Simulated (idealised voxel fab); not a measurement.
Herein follows the process module entitled voxel tone inversion.
Section shown: cut. Width: 225 nm. Cell size: 5 nm, square.
Just so we're on the same page, the cross-sections are grids of square cells, and they're listed out in bands top to bottom, each band one or more rows deep. A band entry consists of two parts. The first gives the height of the band's top and the height of its bottom, in nm. The rest lists the band's materials from left to right, each with its width in nm. A single material labelled with the word "everywhere" fills the band from edge to edge, and the word "air" marks empty space. It should be noted that heights are counted from 0, beneath which the wafer as supplied is of one material throughout, and that the lowest band possesses no lower boundary but continues downward, as written in "z 0 and below". The notation "30..40" denotes a width that varies across the rows of cells in the band, beginning at the first number in the top row, finishing at the second number in the bottom row, and changing by an identical amount from each row to the next. You'll sometimes find "no alterations made" written for a step, and that's the way of saying that nowhere in the cross-section did a cell change during that step. Listed in "Non-vented voids": every empty space of 8 or more cells without an open way to the top. Form: width x height at distance, the distance being from the left edge, all in nm. Anything after a step's settings on that line? It's the simulator's own note about the step. "overlay nm", when on a step's line for a step with a mask, measures how far to the right of its planned place the mask lay; a negative measure means to the left.

The following list gives the planned process steps
- 1: op RECEIVE | material Si
- 2: op CONFORMAL_DEP | material SiCN | thk nm 10
- 3: op DIRECTIONAL_DEP | material aC | thk nm 15
- 4: op PATTERN | tone cover | mask id POSTS | material resist | width nm 15 | pitch nm 40 | thk nm 20 | overlay nm 0
- 5: op DIRECTIONAL_ETCH | etch materials aC | depth nm 15
- 6: op STRIP | etch materials resist
- 7: op FILL_DEP | material SiO2 | thk nm 10
- 8: op CMP | height nm 25
- 9: op STRIP | etch materials aC
- 10: op CONFORMAL_DEP | material TiN | thk nm 5
- 11: op FILL_DEP | material W | thk nm 10
- 12: op CMP | height nm 25
- 13: op CONFORMAL_DEP | material SiN | thk nm 5
Wafers differ in width nm at step 4; plan lists the first wafer's value; identical starting state.

As received, i.e. after step 1: cross-section through the first of several wafers
* z 0 and below  Si everywhere
* Non-vented voids: none

Wafer rows, end of module: cells per material gained (+) or lost (-) since receipt; closed voids last
width nm 15, +90 SiCN, +45 SiN, +99 SiO2, +28 TiN, +8 W, Non-vented voids: none
width nm 20, +90 SiCN, +45 SiN, +87 SiO2, +32 TiN, +16 W, Non-vented voids: none
width nm 25, +90 SiCN, +45 SiN, +75 SiO2, +36 TiN, +24 W, Non-vented voids: none
